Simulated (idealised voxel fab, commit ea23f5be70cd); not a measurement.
process module | voxel ribs on slabs
cross-section cut | 170 nm wide | cells 5 nm
A cross-section is a grid of square cells, given in bands from the top down. A band is one or more rows of cells.
Each band's line starts with the height of the band's top and of its bottom, in nm. Then come its materials from left to right, each with its width in nm. One material with "throughout" fills the band from edge to edge. "air" is empty space.
Height 0 is the level under which the wafer as received is all one material. The lowest band goes on downwards, as in "0 down".
A width such as "30 to 40" changes by the same amount from each row of cells to the next, from the band's top row to its bottom row.
"no change" after a step means that no cell of the cross-section changed.
closed voids: empty space of 8 cells or more with no open way to the top, each as width x height at its distance from the left edge, in nm
after a step's settings: what the simulator itself notes on the step
overlay nm, on a step with a mask: how far to the right of its planned place the mask lay; to the left if negative
plan
1 op RECEIVE | material Si
2 op DIRECTIONAL_DEP | material SiO2 | thk nm 25
3 op DIRECTIONAL_DEP | material SiN | thk nm 20
4 op MASKED_ETCH | tone cover | mask id RIB | width nm 20 | etch materials SiN | depth nm 15 | overlay nm 0
5 op PATTERN | tone cover | mask id SLAB | material resist | width nm 60 | thk nm 15 | overlay nm -15
6 op DIRECTIONAL_ETCH | etch materials SiN | depth nm 5
7 op STRIP | etch materials resist
8 op FILL_DEP | material SiO2 | thk nm 25
9 op CMP | height nm 60
10 op DIRECTIONAL_DEP | material TiN | thk nm 5
11 op PATTERN | tone cover | mask id HEATER | material resist | width nm 30 | thk nm 15 | overlay nm 0
12 op DIRECTIONAL_ETCH | etch materials TiN | depth nm 5
13 op STRIP | etch materials resist
14 op CONFORMAL_DEP | material SiN | thk nm 10
varied across the wafers: overlay nm of step 5. The plan shows the first wafer's value. All wafers start alike
first wafer as received, after step 1
  0 down: Si throughout
  closed voids: none
first wafer at the end, after step 14
  75 to 70: air 60 | SiN 50 | air 60
  70 to 65: SiN throughout
  65 to 60: SiN 70 | TiN 30 | SiN 70
  60 to 45: SiO2 throughout
  45 to 30: SiO2 75 | SiN 20 | SiO2 75
  30 to 25: SiO2 40 | SiN 60 | SiO2 70
  25 to 0: SiO2 throughout
  0 down: Si throughout
  closed voids: none
last wafer at the end
  75 to 70: air 60 | SiN 50 | air 60
  70 to 65: SiN throughout
  65 to 60: SiN 70 | TiN 30 | SiN 70
  60 to 45: SiO2 throughout
  45 to 30: SiO2 75 | SiN 20 | SiO2 75
  30 to 25: SiO2 70 | SiN 60 | SiO2 40
  25 to 0: SiO2 throughout
  0 down: Si throughout
  closed voids: none
each wafer at the end: cells of each material gained (+) or lost (-) since it was received, then its closed voids
overlay nm -15 | +96 SiN | +384 SiO2 | +6 TiN | closed voids: none
overlay nm -10 | +96 SiN | +384 SiO2 | +6 TiN | closed voids: none
overlay nm -5 | +96 SiN | +384 SiO2 | +6 TiN | closed voids: none
overlay nm 0 | +96 SiN | +384 SiO2 | +6 TiN | closed voids: none
overlay nm 5 | +96 SiN | +384 SiO2 | +6 TiN | closed voids: none
overlay nm 10 | +96 SiN | +384 SiO2 | +6 TiN | closed voids: none
overlay nm 15 | +96 SiN | +384 SiO2 | +6 TiN | closed voids: none
